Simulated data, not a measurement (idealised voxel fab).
The document below concerns the process module designated voxel ribs on slabs.
Cross-section cut: width 160 nm, square cells of 5 nm.
Cross-sections here: square-cell grids, written as top-down lists of bands, a band being one or more rows of cells.
Heights first: top, then bottom, in nm. Then materials, left to right, each with a width in nm. "throughout" on a single material: fills the band edge to edge. "air": empty space.
Height 0 is the level under which the wafer as received is all one material. The lowest band goes on downwards, as in "0..down".
It should be noted that a width expressed as "30..40" varies in equal increments from row to row of cells within the band, taking the value of the first number at the top row and that of the second number at the bottom row.
Key: "remains unaltered" - step with no changed cell in the cross-section.
In the "Completely enclosed voids" entry, you get each enclosed empty space of 8 cells or more, one with no open way to the top, written width x height at distance, distance from the left edge, in nm.
Where a step's line continues beyond its settings, the continuation is a remark by the simulator itself on that step.
overlay nm: right-of-plan distance of the mask on a masked step; negative values mean left-of-plan.

### The steps planned for the process are as follows
step 1: RECEIVE: material Si
step 2: DIRECTIONAL_DEP: material SiO2, thk nm 20
step 3: DIRECTIONAL_DEP: material polySi, thk nm 20
step 4: PATTERN: tone cover, mask id RIB, material resist, width nm 30, thk nm 15, overlay nm 0
step 5: DIRECTIONAL_ETCH: etch materials polySi, depth nm 5
step 6: STRIP: etch materials resist
step 7: PATTERN: tone cover, mask id SLAB, material resist, width nm 60, thk nm 20, overlay nm 0
step 8: DIRECTIONAL_ETCH: etch materials polySi, depth nm 15
step 9: STRIP: etch materials resist
step 10: FILL_DEP: material SiO2, thk nm 20
step 11: CMP: height nm 50
step 12: DIRECTIONAL_DEP: material TiN, thk nm 10
step 13: PATTERN: tone cover, mask id HEATER, material resist, width nm 40, thk nm 15, overlay nm 0
step 14: DIRECTIONAL_ETCH: etch materials TiN, depth nm 10
step 15: STRIP: etch materials resist
step 16: CONFORMAL_DEP: material SiO2, thk nm 5

### The cross-section here shows the wafer as received, i.e. in its state after step 1
> 0..down: Si throughout
> Completely enclosed voids: none

### End-of-module XS, first of two wafers, run as planned
> 65..60: 55 air; 50 SiO2; 55 air
> 60..55: 55 air; 5 SiO2; 40 TiN; 5 SiO2; 55 air
> 55..50: 60 SiO2; 40 TiN; 60 SiO2
> 50..40: SiO2 throughout
> 40..35: 65 SiO2; 30 polySi; 65 SiO2
> 35..20: 50 SiO2; 60 polySi; 50 SiO2
> 20..0: SiO2 throughout
> 0..down: Si throughout
> Completely enclosed voids: none

### second wafer at the end: like start, like plan, one mistake
> 65..60: 55 air; 50 SiO2; 55 air
> 60..55: 55 air; 5 SiO2; 40 TiN; 5 SiO2; 55 air
> 55..50: 60 SiO2; 40 TiN; 60 SiO2
> 50..40: SiO2 throughout
> 40..35: 55 SiO2; 30 polySi; 75 SiO2
> 35..20: 50 SiO2; 60 polySi; 50 SiO2
> 20..0: SiO2 throughout
> 0..down: Si throughout
> Completely enclosed voids: none
The plan and the run diverged here: planned and actual differ for step 4; actual: PATTERN: tone cover, mask id RIB, material resist, width nm 30, thk nm 15, overlay nm -10
Matching per-material cell counts, mismatched positions: that is how the second wafer compares with the first at the end.
